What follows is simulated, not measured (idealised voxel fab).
process module | voxel lift off
Cross-section cut spans 200 nm and uses square cells 5 nm in size.
Bands, listed from the top down, are how a cross-section gets written in this document; the cross-section itself is a grid of square cells, and a band is one or more rows of them. Read a band's entry like this: the first values are the height of its top and the height of its bottom in nm, and what follows is the sequence of materials from left to right, each with its width in nm. Note that "air" is empty space, and that a single material marked "full width" reaches across the band from edge to edge. We count height from 0. Below that, the starting wafer is all one material. The lowest band never ends at the bottom but goes on down; see "from 0 down" for how that is written. Top row gets the first number, bottom row gets the second, and each row in between changes by the same step: that is how a band width like "30 to 40" works. "stayed the same", as given for a step, is the statement that not any cell of the cross-section underwent a change during that step. Heads up: "Non-vented voids" only lists the empty pockets with no open path to the top that are 8 cells or more, and it writes them as width x height at distance, distance from the left edge, in nm. Step line, after settings: the simulator's comment on this step. A step's line can hold "overlay nm"; with a mask on that step, the setting says how far right of the planned place the mask lay, while a negative setting says it lay to the left.
[The following list gives the planned process steps]
1,RECEIVE with material Si
2,CONFORMAL_DEP with material SiN, thk nm 10
3,PATTERN with tone open, mask id LINES, material resist, width nm 15, pitch nm 40, thk nm 30, overlay nm 0
4,DIRECTIONAL_DEP with material Ru, thk nm 15
5,STRIP with etch materials resist
6,CONFORMAL_DEP with material SiO2, thk nm 10
[The first of the two wafers, which ran as planned]
[As-received state of the wafer in cross-section, equivalent to post-step 1]
  from 0 down = Si full width
  Non-vented voids: none
[Presented here is a cross-section of the wafer after step 2 has been performed]
  from 10 to 0 = SiN full width
  Nothing below the height 0 has changed.
[Presented here is a cross-section of the wafer after step 3 has been performed]
  from 40 to 10 = resist 70 | air 15 | resist 25 | air 15 | resist 75
  Nothing below the height 10 has changed.
[Presented here is a cross-section of the wafer after step 4 has been performed]
  from 55 to 40 = Ru 70 | air 15 | Ru 25 | air 15 | Ru 75
  from 40 to 25 = resist 70 | air 15 | resist 25 | air 15 | resist 75
  from 25 to 10 = resist 70 | Ru 15 | resist 25 | Ru 15 | resist 75
  Nothing below the height 10 has changed.
[Presented here is a cross-section of the wafer after step 5 has been performed]
  from 25 to 10 = air 70 | Ru 15 | air 25 | Ru 15 | air 75
  Nothing below the height 10 has changed.
[Presented here is a cross-section of the wafer after step 6 has been performed]
  from 35 to 25 = air 60 | SiO2 35 | air 5 | SiO2 35 | air 65
  from 25 to 20 = air 60 | SiO2 10 | Ru 15 | SiO2 10 | air 5 | SiO2 10 | Ru 15 | SiO2 10 | air 65
  from 20 to 10 = SiO2 70 | Ru 15 | SiO2 25 | Ru 15 | SiO2 75
  Nothing below the height 10 has changed.
[Wafer two of two - same starting point, same process plan, one mistake in execution; matches wafer one up to and including step 2]
[Second wafer cross-section, taken as of the time the plan sets for step 3 to be done]
  from 40 to 10 = resist 75 | air 15 | resist 25 | air 15 | resist 70
  Nothing below the height 10 has changed.
[Second wafer cross-section, taken as of the time the plan sets for step 4 to be done]
  from 55 to 40 = Ru 75 | air 15 | Ru 25 | air 15 | Ru 70
  from 40 to 25 = resist 75 | air 15 | resist 25 | air 15 | resist 70
  from 25 to 10 = resist 75 | Ru 15 | resist 25 | Ru 15 | resist 70
  Nothing below the height 10 has changed.
[Second wafer cross-section, taken as of the time the plan sets for step 5 to be done]
  from 25 to 10 = air 75 | Ru 15 | air 25 | Ru 15 | air 70
  Nothing below the height 10 has changed.
[Second wafer cross-section, taken as of the time the plan sets for step 6 to be done]
  from 35 to 25 = air 65 | SiO2 35 | air 5 | SiO2 35 | air 60
  from 25 to 20 = air 65 | SiO2 10 | Ru 15 | SiO2 10 | air 5 | SiO2 10 | Ru 15 | SiO2 10 | air 60
  from 20 to 10 = SiO2 75 | Ru 15 | SiO2 25 | Ru 15 | SiO2 70
  Nothing below the height 10 has changed.
Diagnosis: step 3 changed vs plan, executed as PATTERN with tone open, mask id LINES, material resist, width nm 15, pitch nm 40, thk nm 30, overlay nm 5
at the end the second wafer has, in cells: as many of each material as the first, in other places
